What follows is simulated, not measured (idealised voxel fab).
Title: Process Module voxel self aligned contacts
Square cell edge 5 nm, section width 280 nm, ID cut.
Each cross-section below is a grid of square cells, stated as bands in top-down order, with one or more rows of cells making up each band.
The band entry comprises the height of the band's top followed by the height of its bottom, expressed in nm, and subsequently the band's materials from left to right, each stated together with its width in nm. Where a single material is marked with the word "everywhere", that material fills the band from edge to edge. The word "air" represents empty space.
Heights are reckoned from 0. Under this level, the received wafer is all of one material. The bottommost band is open-ended downward, for example "z 0 and below".
The two numbers in a width such as "30 to 40" mark its ends across the band: the first belongs to the top row of cells, the second to the bottom row, and from each row to the next the width moves by the same amount.
Any step labelled "same as before" changed none of the cells in the cross-section.
"Closed internal voids" contains a list of empty spaces, each no smaller than 8 cells and without an open way to the top, written in the form width x height at distance with the distance from the left edge and all three in nm.
Anything after a step's settings on that line? It's the simulator's own note about the step.
What "overlay nm" on a step's line means: if the step has a mask, that mask lay this far to the right of its planned place, or, when the value is negative, to the left.
[This section lists the process steps that were planned]
- 1: RECEIVE | material Si
- 2: CONFORMAL_DEP | material SiO2 | thk nm 5
- 3: DIRECTIONAL_DEP | material polySi | thk nm 20
- 4: DIRECTIONAL_DEP | material SiN | thk nm 15
- 5: PATTERN | tone cover | mask id GATE | material resist | width nm 25 | pitch nm 50 | thk nm 20 | overlay nm 0
- 6: DIRECTIONAL_ETCH | etch materials SiN | depth nm 15
- 7: DIRECTIONAL_ETCH | etch materials polySi | depth nm 20
- 8: STRIP | etch materials resist
- 9: CONFORMAL_DEP | material SiN | thk nm 5
- 10: DIRECTIONAL_ETCH | etch materials SiN | depth nm 5
- 11: FILL_DEP | material SiO2 | thk nm 15
- 12: CMP | height nm 45
- 13: MASKED_ETCH | tone open | mask id CONTACT | width nm 35 | etch materials SiO2 | depth nm 45 | overlay nm 0
- 14: CONFORMAL_DEP | material TiN | thk nm 5
- 15: FILL_DEP | material W | thk nm 10
- 16: CMP | height nm 45
- 17: CONFORMAL_DEP | material SiCN | thk nm 5
[Below: the first of two wafers, run as planned]
[Wafer cross-section on receipt, i.e. after step 1]
z 0 and below = Si everywhere
Closed internal voids: none
[Sectional view: wafer, after step 2]
z 5 to 0 = SiO2 everywhere
No changes below 0.
[Sectional view: wafer, after step 3]
z 25 to 5 = polySi everywhere
No changes below 5.
[Sectional view: wafer, after step 4]
z 40 to 25 = SiN everywhere
No changes below 25.
[Sectional view: wafer, after step 5]
z 60 to 40 = air: 100  resist: 25  air: 25  resist: 25  air: 105
No changes below 40.
[Sectional view: wafer, after step 6]
z 60 to 40 = air: 100  resist: 25  air: 25  resist: 25  air: 105
z 40 to 25 = air: 100  SiN: 25  air: 25  SiN: 25  air: 105
No changes below 25.
[Sectional view: wafer, after step 7]
z 60 to 40 = air: 100  resist: 25  air: 25  resist: 25  air: 105
z 40 to 25 = air: 100  SiN: 25  air: 25  SiN: 25  air: 105
z 25 to 5 = air: 100  polySi: 25  air: 25  polySi: 25  air: 105
No changes below 5.
[Sectional view: wafer, after step 8]
z 40 to 25 = air: 100  SiN: 25  air: 25  SiN: 25  air: 105
No changes below 25.
[Sectional view: wafer, after step 9]
z 45 to 25 = air: 95  SiN: 35  air: 15  SiN: 35  air: 100
z 25 to 10 = air: 95  SiN: 5  polySi: 25  SiN: 5  air: 15  SiN: 5  polySi: 25  SiN: 5  air: 100
z 10 to 5 = SiN: 100  polySi: 25  SiN: 25  polySi: 25  SiN: 105
No changes below 5.
[Sectional view: wafer, after step 10]
z 40 to 25 = air: 95  SiN: 35  air: 15  SiN: 35  air: 100
z 25 to 5 = air: 95  SiN: 5  polySi: 25  SiN: 5  air: 15  SiN: 5  polySi: 25  SiN: 5  air: 100
No changes below 5.
[Sectional view: wafer, after step 11]
z 55 to 40 = SiO2 everywhere
z 40 to 25 = SiO2: 95  SiN: 35  SiO2: 15  SiN: 35  SiO2: 100
z 25 to 5 = SiO2: 95  SiN: 5  polySi: 25  SiN: 5  SiO2: 15  SiN: 5  polySi: 25  SiN: 5  SiO2: 100
No changes below 5.
[Sectional view: wafer, after step 12]
z 45 to 40 = SiO2 everywhere
No changes below 40.
[Sectional view: wafer, after step 13]
z 45 to 40 = SiO2: 120  air: 35  SiO2: 125
z 40 to 25 = SiO2: 95  SiN: 35  air: 15  SiN: 35  SiO2: 100
z 25 to 5 = SiO2: 95  SiN: 5  polySi: 25  SiN: 5  air: 15  SiN: 5  polySi: 25  SiN: 5  SiO2: 100
z 5 to 0 = SiO2: 130  air: 15  SiO2: 135
No changes below 0.
[Sectional view: wafer, after step 14]
z 50 to 45 = TiN: 125  air: 25  TiN: 130
z 45 to 40 = SiO2: 120  TiN: 15  air: 5  TiN: 15  SiO2: 125
z 40 to 25 = SiO2: 95  SiN: 35  TiN: 5  air: 5  TiN: 5  SiN: 35  SiO2: 100
z 25 to 5 = SiO2: 95  SiN: 5  polySi: 25  SiN: 5  TiN: 5  air: 5  TiN: 5  SiN: 5  polySi: 25  SiN: 5  SiO2: 100
z 5 to 0 = SiO2: 130  TiN: 15  SiO2: 135
No changes below 0.
[Sectional view: wafer, after step 15]
z 60 to 50 = W everywhere
z 50 to 45 = TiN: 125  W: 25  TiN: 130
z 45 to 40 = SiO2: 120  TiN: 15  W: 5  TiN: 15  SiO2: 125
z 40 to 25 = SiO2: 95  SiN: 35  TiN: 5  W: 5  TiN: 5  SiN: 35  SiO2: 100
z 25 to 5 = SiO2: 95  SiN: 5  polySi: 25  SiN: 5  TiN: 5  W: 5  TiN: 5  SiN: 5  polySi: 25  SiN: 5  SiO2: 100
No changes below 5.
[Sectional view: wafer, after step 16]
z 45 to 40 = SiO2: 120  TiN: 15  W: 5  TiN: 15  SiO2: 125
No changes below 40.
[Sectional view: wafer, after step 17]
z 50 to 45 = SiCN everywhere
No changes below 45.
[Notes, second wafer: start = first wafer's, plan = first wafer's, execution had one mistake; history identical to first through step 2]
[X-section, second wafer, when step 3 was due to finish]
z 35 to 5 = polySi everywhere
No changes below 5.
[X-section, second wafer, when step 4 was due to finish]
z 50 to 35 = SiN everywhere
No changes below 35.
[X-section, second wafer, when step 5 was due to finish]
z 70 to 50 = air: 100  resist: 25  air: 25  resist: 25  air: 105
No changes below 50.
[X-section, second wafer, when step 6 was due to finish]
z 70 to 50 = air: 100  resist: 25  air: 25  resist: 25  air: 105
z 50 to 35 = air: 100  SiN: 25  air: 25  SiN: 25  air: 105
No changes below 35.
[X-section, second wafer, when step 7 was due to finish]
z 70 to 50 = air: 100  resist: 25  air: 25  resist: 25  air: 105
z 50 to 35 = air: 100  SiN: 25  air: 25  SiN: 25  air: 105
z 35 to 15 = air: 100  polySi: 25  air: 25  polySi: 25  air: 105
No changes below 15.
[X-section, second wafer, when step 8 was due to finish]
z 50 to 35 = air: 100  SiN: 25  air: 25  SiN: 25  air: 105
No changes below 35.
[X-section, second wafer, when step 9 was due to finish]
z 55 to 35 = air: 95  SiN: 35  air: 15  SiN: 35  air: 100
z 35 to 20 = air: 95  SiN: 5  polySi: 25  SiN: 5  air: 15  SiN: 5  polySi: 25  SiN: 5  air: 100
z 20 to 15 = SiN: 100  polySi: 25  SiN: 25  polySi: 25  SiN: 105
No changes below 15.
[X-section, second wafer, when step 10 was due to finish]
z 50 to 35 = air: 95  SiN: 35  air: 15  SiN: 35  air: 100
z 35 to 15 = air: 95  SiN: 5  polySi: 25  SiN: 5  air: 15  SiN: 5  polySi: 25  SiN: 5  air: 100
No changes below 15.
[X-section, second wafer, when step 11 was due to finish]
z 65 to 50 = SiO2 everywhere
z 50 to 35 = SiO2: 95  SiN: 35  SiO2: 15  SiN: 35  SiO2: 100
z 35 to 15 = SiO2: 95  SiN: 5  polySi: 25  SiN: 5  SiO2: 15  SiN: 5  polySi: 25  SiN: 5  SiO2: 100
No changes below 15.
[X-section, second wafer, when step 12 was due to finish]
z 45 to 35 = SiO2: 95  SiN: 35  SiO2: 15  SiN: 35  SiO2: 100
No changes below 35.
[X-section, second wafer, when step 13 was due to finish]
z 45 to 35 = SiO2: 95  SiN: 35  air: 15  SiN: 35  SiO2: 100
z 35 to 15 = SiO2: 95  SiN: 5  polySi: 25  SiN: 5  air: 15  SiN: 5  polySi: 25  SiN: 5  SiO2: 100
No changes below 15.
[X-section, second wafer, when step 14 was due to finish]
z 50 to 45 = TiN: 135  air: 5  TiN: 140
z 45 to 35 = SiO2: 95  SiN: 35  TiN: 5  air: 5  TiN: 5  SiN: 35  SiO2: 100
z 35 to 20 = SiO2: 95  SiN: 5  polySi: 25  SiN: 5  TiN: 5  air: 5  TiN: 5  SiN: 5  polySi: 25  SiN: 5  SiO2: 100
z 20 to 15 = SiO2: 95  SiN: 5  polySi: 25  SiN: 5  TiN: 15  SiN: 5  polySi: 25  SiN: 5  SiO2: 100
No changes below 15.
[X-section, second wafer, when step 15 was due to finish]
z 60 to 50 = W everywhere
z 50 to 45 = TiN: 135  W: 5  TiN: 140
z 45 to 35 = SiO2: 95  SiN: 35  TiN: 5  W: 5  TiN: 5  SiN: 35  SiO2: 100
z 35 to 20 = SiO2: 95  SiN: 5  polySi: 25  SiN: 5  TiN: 5  W: 5  TiN: 5  SiN: 5  polySi: 25  SiN: 5  SiO2: 100
No changes below 20.
[X-section, second wafer, when step 16 was due to finish]
z 45 to 35 = SiO2: 95  SiN: 35  TiN: 5  W: 5  TiN: 5  SiN: 35  SiO2: 100
No changes below 35.
[X-section, second wafer, when step 17 was due to finish]
z 50 to 45 = SiCN everywhere
No changes below 45.
Plan not followed: step 3 did not happen as planned, as run it was DIRECTIONAL_DEP | material polySi | thk nm 30
FYI, end of process, the second wafer has more or fewer cells of some materials than the first: -14 SiN | -85 SiO2 | -10 TiN | -3 W | +112 polySi
